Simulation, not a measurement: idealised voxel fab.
process module | voxel capacitor over wiring
cross-section cut | 290 nm wide | cells 5 nm
A cross-section is a grid of square cells, given in bands from the top down. A band is one or more rows of cells.
Each band's line starts with the height of the band's top and of its bottom, in nm. Then come its materials from left to right, each with its width in nm. One material with "throughout" fills the band from edge to edge. "air" is empty space.
Height 0 is the level under which the wafer as received is all one material. The lowest band goes on downwards, as in "0 down".
A width such as "30 to 40" changes by the same amount from each row of cells to the next, from the band's top row to its bottom row.
"no change" after a step means that no cell of the cross-section changed.
closed voids: empty space of 8 cells or more with no open way to the top, each as width x height at its distance from the left edge, in nm
after a step's settings: what the simulator itself notes on the step
overlay nm, on a step with a mask: how far to the right of its planned place the mask lay; to the left if negative
plan
1 op RECEIVE | material Si
2 op CONFORMAL_DEP | material SiO2 | thk nm 10
3 op CONFORMAL_DEP | material SiCN | thk nm 5
4 op DIRECTIONAL_DEP | material SiO2 | thk nm 25
5 op PATTERN | tone open | mask id METAL_1 | material resist | width nm 20 | pitch nm 80 | thk nm 15 | overlay nm 0
6 op DIRECTIONAL_ETCH | etch materials SiO2 | depth nm 25
7 op DIRECTIONAL_ETCH | etch materials SiCN | depth nm 5
8 op STRIP | etch materials resist
9 op CONFORMAL_DEP | material TiN | thk nm 5
10 op FILL_DEP | material Cu | thk nm 10
11 op CMP | height nm 40
12 op CONFORMAL_DEP | material SiCN | thk nm 5
13 op DIRECTIONAL_DEP | material lowk | thk nm 15
14 op MASKED_ETCH | tone open | mask id PLUG_1 | width nm 15 | etch materials lowk | depth nm 15 | overlay nm 0
15 op MASKED_ETCH | tone open | mask id PLUG_1 | width nm 15 | etch materials SiCN | depth nm 5 | overlay nm 0
16 op CONFORMAL_DEP | material TiN | thk nm 5
17 op FILL_DEP | material Cu | thk nm 10
18 op CMP | height nm 60
19 op DIRECTIONAL_DEP | material TiN | thk nm 10
20 op DIRECTIONAL_DEP | material Al2O3 | thk nm 5
21 op DIRECTIONAL_DEP | material TiN | thk nm 5
22 op DIRECTIONAL_DEP | material aC | thk nm 15
23 op PATTERN | tone cover | mask id UPPER_PLATE | material resist | width nm 65 | thk nm 35 | overlay nm 0
24 op DIRECTIONAL_ETCH | etch materials aC | depth nm 15
25 op STRIP | etch materials resist
26 op DIRECTIONAL_ETCH | etch materials TiN | depth nm 5
27 op DIRECTIONAL_ETCH | etch materials Al2O3 | depth nm 5
28 op STRIP | etch materials aC
29 op PATTERN | tone cover | mask id LOWER_PLATE | material resist | width nm 75 | thk nm 20 | overlay nm 0
30 op DIRECTIONAL_ETCH | etch materials TiN | depth nm 10
31 op STRIP | etch materials resist
32 op FILL_DEP | material SiO2 | thk nm 15
33 op CMP | height nm 90
34 op DIRECTIONAL_DEP | material aC | thk nm 10
35 op PATTERN | tone open | mask id PLUG_2 | material resist | width nm 15 | thk nm 25 | overlay nm 0
36 op DIRECTIONAL_ETCH | etch materials aC | depth nm 10
37 op STRIP | etch materials resist
38 op DIRECTIONAL_ETCH | etch materials SiO2 | depth nm 10
39 op STRIP | etch materials aC
40 op CONFORMAL_DEP | material TiN | thk nm 5
41 op FILL_DEP | material Ru | thk nm 5
42 op CMP | height nm 90
43 op CONFORMAL_DEP | material SiN | thk nm 5
as received, after step 1
  0 down: Si throughout
  closed voids: none
first wafer at the end, as planned
  95 to 90: SiN throughout
  90 to 85: SiO2 110 | TiN 5 | Ru 5 | TiN 5 | SiO2 165
  85 to 75: SiO2 110 to 100 | TiN 15 to 65 | SiO2 165 to 125
  75 to 70: SiO2 100 | Al2O3 65 | SiO2 125
  70 to 60: SiO2 95 | TiN 75 | SiO2 120
  60 to 45: lowk 100 | TiN 5 | Cu 5 | TiN 5 | lowk 175
  45 to 40: SiCN 100 | TiN 15 | SiCN 175
  40 to 15: SiO2 95 | TiN 5 | Cu 10 | TiN 5 | SiO2 60 | TiN 5 | Cu 10 | TiN 5 | SiO2 95
  15 to 10: SiCN 95 | TiN 20 | SiCN 60 | TiN 20 | SiCN 95
  10 to 0: SiO2 throughout
  0 down: Si throughout
  closed voids: none
second wafer at the end: like start, like plan, one mistake
  95 to 90: SiN throughout
  90 to 85: SiO2 110 | TiN 5 | Ru 5 | TiN 5 | SiO2 165
  85 to 75: SiO2 110 to 100 | TiN 15 to 65 | SiO2 165 to 125
  75 to 70: SiO2 100 | Al2O3 65 | SiO2 125
  70 to 60: SiO2 95 | TiN 75 | SiO2 120
  60 to 50: lowk 95 | TiN 5 | Cu 15 | TiN 5 | lowk 170
  50 to 45: lowk 95 | TiN 10 | Cu 5 | TiN 10 | lowk 170
  45 to 40: SiCN 100 | TiN 15 | SiCN 175
  40 to 15: SiO2 95 | TiN 5 | Cu 10 | TiN 5 | SiO2 60 | TiN 5 | Cu 10 | TiN 5 | SiO2 95
  15 to 10: SiCN 95 | TiN 20 | SiCN 60 | TiN 20 | SiCN 95
  10 to 0: SiO2 throughout
  0 down: Si throughout
  closed voids: none
what went wrong: step 14 ran as: op MASKED_ETCH | tone open | mask id PLUG_1 | width nm 25 | etch materials lowk | depth nm 15 | overlay nm 0
at the end the second wafer has, in cells: 4 more of Cu | 2 more of TiN | 6 fewer of lowk
